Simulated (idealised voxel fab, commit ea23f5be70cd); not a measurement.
Process module under the name voxel gate over fins
Xsec cut, 250 nm wide, square cell size 5 nm.
This document writes a cross-section as a grid whose cells are square, and gives it as bands, listed from the top down; one or more rows of cells form a band.
Heights first: top, then bottom, in nm. Then materials, left to right, each with a width in nm. "full width" on a single material: fills the band edge to edge. "air": empty space.
Height reference: 0 = level under which incoming wafer is all one material. Lowest band: no bottom, runs on downward, e.g. "0 nm and below".
The two numbers in a width such as "30 to 40" mark its ends across the band: the first belongs to the top row of cells, the second to the bottom row, and from each row to the next the width moves by the same amount.
"nothing different" (step): cross-section cells unchanged, all of them.
Any empty space of 8 cells or more lacking an open way to the top shows up in "Entrapped voids" as width x height at distance, distance from the left edge, in nm.
Read whatever lies past the settings on a step's line as the simulator's own remark about the step.
If you see "overlay nm" on a step's line and that step has a mask, it's telling you how far right of where it was planned the mask ended up; a negative number means it went left instead.

Planned step list for the process
step 1: op RECEIVE | material Si
step 2: op CONFORMAL_DEP | material SiN | thk nm 5
step 3: op PATTERN | tone cover | mask id FINS | material resist | width nm 15 | pitch nm 35 | thk nm 15 | overlay nm 0
step 4: op DIRECTIONAL_ETCH | etch materials SiN | depth nm 5
step 5: op DIRECTIONAL_ETCH | etch materials Si | depth nm 40
step 6: op STRIP | etch materials resist
step 7: op FILL_DEP | material SiO2 | thk nm 15
step 8: op CMP | height nm 5
step 9: op SELECTIVE_ETCH | etch materials SiO2 | depth nm 15
step 10: op STRIP | etch materials SiN
step 11: op CONFORMAL_DEP | material HfO2 | thk nm 5
step 12: op CONFORMAL_DEP | material TiN | thk nm 5
step 13: op FILL_DEP | material W | thk nm 10
step 14: op CMP | height nm 15
step 15: op CONFORMAL_DEP | material SiCN | thk nm 5

Cross-section of the wafer as it came to us, i.e., already through step 1
- 0 nm and below  Si full width
- Entrapped voids: none

A wafer at the end: this start, this plan, one mistake
- 20 nm to 15 nm  SiCN full width
- 15 nm to 10 nm  W full width
- 10 nm to 5 nm  70 of W / 105 of TiN / 75 of W
- 5 nm to 0 nm  70 of W / 5 of TiN / 25 of HfO2 / 10 of TiN / 25 of HfO2 / 10 of TiN / 25 of HfO2 / 5 of TiN / 75 of W
- 0 nm to -15 nm  70 of W / 5 of TiN / 5 of HfO2 / 15 of Si / 5 of HfO2 / 10 of TiN / 5 of HfO2 / 15 of Si / 5 of HfO2 / 10 of TiN / 5 of HfO2 / 15 of Si / 5 of HfO2 / 5 of TiN / 75 of W
- -15 nm to -20 nm  75 of TiN / 5 of HfO2 / 15 of Si / 5 of HfO2 / 10 of TiN / 5 of HfO2 / 15 of Si / 5 of HfO2 / 10 of TiN / 5 of HfO2 / 15 of Si / 5 of HfO2 / 80 of TiN
- -20 nm to -25 nm  80 of HfO2 / 15 of Si / 20 of HfO2 / 15 of Si / 20 of HfO2 / 15 of Si / 85 of HfO2
- -25 nm to -40 nm  80 of SiO2 / 15 of Si / 20 of SiO2 / 15 of Si / 20 of SiO2 / 15 of Si / 85 of SiO2
- -40 nm and below  Si full width
- Entrapped voids: none
what went wrong: regarding the plan, step 9 was run twice
